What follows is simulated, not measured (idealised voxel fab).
process module | voxel released beams
cross-section cut | 300 nm wide | cells 5 nm
A cross-section is a grid of square cells, given in bands from the top down. A band is one or more rows of cells.
Each band's line starts with the height of the band's top and of its bottom, in nm. Then come its materials from left to right, each with its width in nm. One material with "throughout" fills the band from edge to edge. "air" is empty space.
Height 0 is the level under which the wafer as received is all one material. The lowest band goes on downwards, as in "0 down".
A width such as "30 to 40" changes by the same amount from each row of cells to the next, from the band's top row to its bottom row.
"no change" after a step means that no cell of the cross-section changed.
closed voids: empty space of 8 cells or more with no open way to the top, each as width x height at its distance from the left edge, in nm
after a step's settings: what the simulator itself notes on the step
overlay nm, on a step with a mask: how far to the right of its planned place the mask lay; to the left if negative
plan
1 op RECEIVE | material Si
2 op CONFORMAL_DEP | material SiN | thk nm 5
3 op DIRECTIONAL_DEP | material SiO2 | thk nm 15
4 op DIRECTIONAL_DEP | material aC | thk nm 10
5 op PATTERN | tone open | mask id ANCHOR | material resist | width nm 30 | thk nm 30 | overlay nm -15
6 op DIRECTIONAL_ETCH | etch materials aC | depth nm 10
7 op STRIP | etch materials resist
8 op DIRECTIONAL_ETCH | etch materials SiO2 | depth nm 15
9 op STRIP | etch materials aC
10 op CONFORMAL_DEP | material polySi | thk nm 10
11 op PATTERN | tone cover | mask id BEAM | material resist | width nm 105 | thk nm 15 | overlay nm 0
12 op DIRECTIONAL_ETCH | etch materials polySi | depth nm 10
13 op STRIP | etch materials resist
14 op STRIP | etch materials SiO2
varied across the wafers: overlay nm of step 5. The plan shows the first wafer's value. All wafers start alike
first wafer as received, after step 1
  0 down: Si throughout
  closed voids: none
each wafer at the end: cells of each material gained (+) or lost (-) since it was received, then its closed voids
overlay nm -15 | +60 SiN | +54 polySi | closed voids: none
overlay nm -10 | +60 SiN | +54 polySi | closed voids: none
overlay nm -5 | +60 SiN | +54 polySi | closed voids: none
overlay nm 0 | +60 SiN | +54 polySi | closed voids: none
overlay nm 5 | +60 SiN | +54 polySi | closed voids: none
overlay nm 10 | +60 SiN | +54 polySi | closed voids: none
overlay nm 15 | +60 SiN | +54 polySi | closed voids: none
